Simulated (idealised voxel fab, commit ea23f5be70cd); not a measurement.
process module | voxel local oxidation
cross-section cut | 175 nm wide | cells 5 nm
A cross-section is a grid of square cells, given in bands from the top down. A band is one or more rows of cells.
Each band's line starts with the height of the band's top and of its bottom, in nm. Then come its materials from left to right, each with its width in nm. One material with "throughout" fills the band from edge to edge. "air" is empty space.
Height 0 is the level under which the wafer as received is all one material. The lowest band goes on downwards, as in "0 down".
A width such as "30 to 40" changes by the same amount from each row of cells to the next, from the band's top row to its bottom row.
"no change" after a step means that no cell of the cross-section changed.
closed voids: empty space of 8 cells or more with no open way to the top, each as width x height at its distance from the left edge, in nm
after a step's settings: what the simulator itself notes on the step
overlay nm, on a step with a mask: how far to the right of its planned place the mask lay; to the left if negative
plan
1 op RECEIVE | material Si
2 op OXIDIZE | depth nm 5
3 op CONFORMAL_DEP | material SiN | thk nm 15
4 op PATTERN | tone cover | mask id ACTIVE | material resist | width nm 95 | thk nm 20 | overlay nm 0
5 op DIRECTIONAL_ETCH | etch materials SiN | depth nm 15
6 op STRIP | etch materials resist
7 op SELECTIVE_ETCH | etch materials SiO2 | depth nm 5
8 op OXIDIZE | depth nm 15
9 op STRIP | etch materials SiN
as received, after step 1
  0 down: Si throughout
  closed voids: none
first wafer at the end, as planned
  0 to -5: air 45 | SiO2 85 | air 45
  -5 to -20: SiO2 60 | Si 55 | SiO2 60
  -20 down: Si throughout
  closed voids: none
second wafer at the end: like start, like plan, one mistake
  0 to -5: SiO2 35 | air 105 | SiO2 35
  -5 to -20: Si 20 | SiO2 135 | Si 20
  -20 down: Si throughout
  closed voids: none
what went wrong: step 4 ran as: op PATTERN | tone open | mask id ACTIVE | material resist | width nm 95 | thk nm 20 | overlay nm 0
at the end the second wafer has, in cells: 9 fewer of Si | 6 more of SiO2
